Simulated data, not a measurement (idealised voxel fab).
Process module name: voxel released beams
Each square cell in cross-section cut measures 5 nm, and the section as a whole is 200 nm wide.
Reading order for cross-sections: top band down to bottom band. Underlying form: a grid of square cells. Band size: one or more rows of cells. Read a band's entry like this: the first values are the height of its top and the height of its bottom in nm, and what follows is the sequence of materials from left to right, each with its width in nm. Note that "empty" is empty space, and that a single material marked "full width" reaches across the band from edge to edge. A quick word on heights: they are counted from 0, and under that level the wafer as it came to us is one material throughout. The lowest band is different from the rest in having no bottom; it simply continues downward, written as in "0 and below". A width such as "30->40" changes by the same amount from each row of cells to the next, from the band's top row to its bottom row. Given "all unchanged" for a step, no cell of the cross-section differs between before and after that step. Entry "Closed void roster" = empty spaces >= 8 cells with no open way to the top; each as width x height at distance, distance from left edge, all nm. Read whatever lies past the settings on a step's line as the simulator's own remark about the step. "overlay nm" answers the question of how far to the right of plan the mask lay on a step that has a mask, and when it is negative the answer is to the left.

The planned process steps are enumerated hereunder
step 1: op RECEIVE | material Si
step 2: op CONFORMAL_DEP | material SiN | thk nm 5
step 3: op DIRECTIONAL_DEP | material SiO2 | thk nm 15
step 4: op DIRECTIONAL_DEP | material aC | thk nm 15
step 5: op PATTERN | tone open | mask id ANCHOR | material resist | width nm 45 | thk nm 30 | overlay nm 0
step 6: op DIRECTIONAL_ETCH | etch materials aC | depth nm 15
step 7: op STRIP | etch materials resist
step 8: op DIRECTIONAL_ETCH | etch materials SiO2 | depth nm 15
step 9: op STRIP | etch materials aC
step 10: op CONFORMAL_DEP | material W | thk nm 15
step 11: op PATTERN | tone cover | mask id BEAM | material resist | width nm 90 | thk nm 20 | overlay nm 0
step 12: op DIRECTIONAL_ETCH | etch materials W | depth nm 5
step 13: op STRIP | etch materials resist
step 14: op STRIP | etch materials SiO2
The depth nm used in step 12 is not the same on every wafer, whereas the starting condition is; the value printed in the plan is the first wafer's.

Here's the first of the wafers in cross-section, just as we got it, i.e. after step 1
	0 and below  Si full width
	Closed void roster: none

End of module, by wafer: material-by-material cell gain (+) or loss (-) since receipt, then closed voids
depth nm 5; +40 SiN; +93 SiO2; +116 W; Closed void roster: none
depth nm 10; +40 SiN; +93 SiO2; +94 W; Closed void roster: none
depth nm 15; +40 SiN; +72 W; Closed void roster: none
depth nm 20; +40 SiN; +72 W; Closed void roster: none
depth nm 25; +40 SiN; +72 W; Closed void roster: none
depth nm 30; +40 SiN; +72 W; Closed void roster: none
